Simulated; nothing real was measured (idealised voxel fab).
process module | voxel released beams
cross-section cut | 140 nm wide | cells 5 nm
A cross-section is a grid of square cells, given in bands from the top down. A band is one or more rows of cells.
Each band's line starts with the height of the band's top and of its bottom, in nm. Then come its materials from left to right, each with its width in nm. One material with "throughout" fills the band from edge to edge. "air" is empty space.
Height 0 is the level under which the wafer as received is all one material. The lowest band goes on downwards, as in "0 down".
A width such as "30 to 40" changes by the same amount from each row of cells to the next, from the band's top row to its bottom row.
"no change" after a step means that no cell of the cross-section changed.
closed voids: empty space of 8 cells or more with no open way to the top, each as width x height at its distance from the left edge, in nm
after a step's settings: what the simulator itself notes on the step
overlay nm, on a step with a mask: how far to the right of its planned place the mask lay; to the left if negative
plan
1 op RECEIVE | material Si
2 op CONFORMAL_DEP | material Al2O3 | thk nm 5
3 op DIRECTIONAL_DEP | material SiO2 | thk nm 10
4 op MASKED_ETCH | tone open | mask id ANCHOR | width nm 30 | etch materials SiO2 | depth nm 10 | overlay nm 0
5 op CONFORMAL_DEP | material W | thk nm 10
6 op MASKED_ETCH | tone cover | mask id BEAM | width nm 80 | etch materials W | depth nm 10 | overlay nm 0
7 op STRIP | etch materials SiO2
as received, after step 1
  0 down: Si throughout
  closed voids: none
first wafer at the end, as planned
  25 to 15: air 25 | W 15 | air 10 | W 55 | air 35
  15 to 5: air 30 | W 30 | air 80
  5 to 0: Al2O3 throughout
  0 down: Si throughout
  closed voids: none
second wafer at the end: like start, like plan, one mistake
  25 to 15: air 25 | W 10 | air 10 | W 60 | air 35
  15 to 5: air 25 | W 30 | air 85
  5 to 0: Al2O3 throughout
  0 down: Si throughout
  closed voids: none
what went wrong: step 4 ran as: op MASKED_ETCH | tone open | mask id ANCHOR | width nm 30 | etch materials SiO2 | depth nm 10 | overlay nm -5
at the end the second wafer has, in cells: as many of each material as the first, in other places
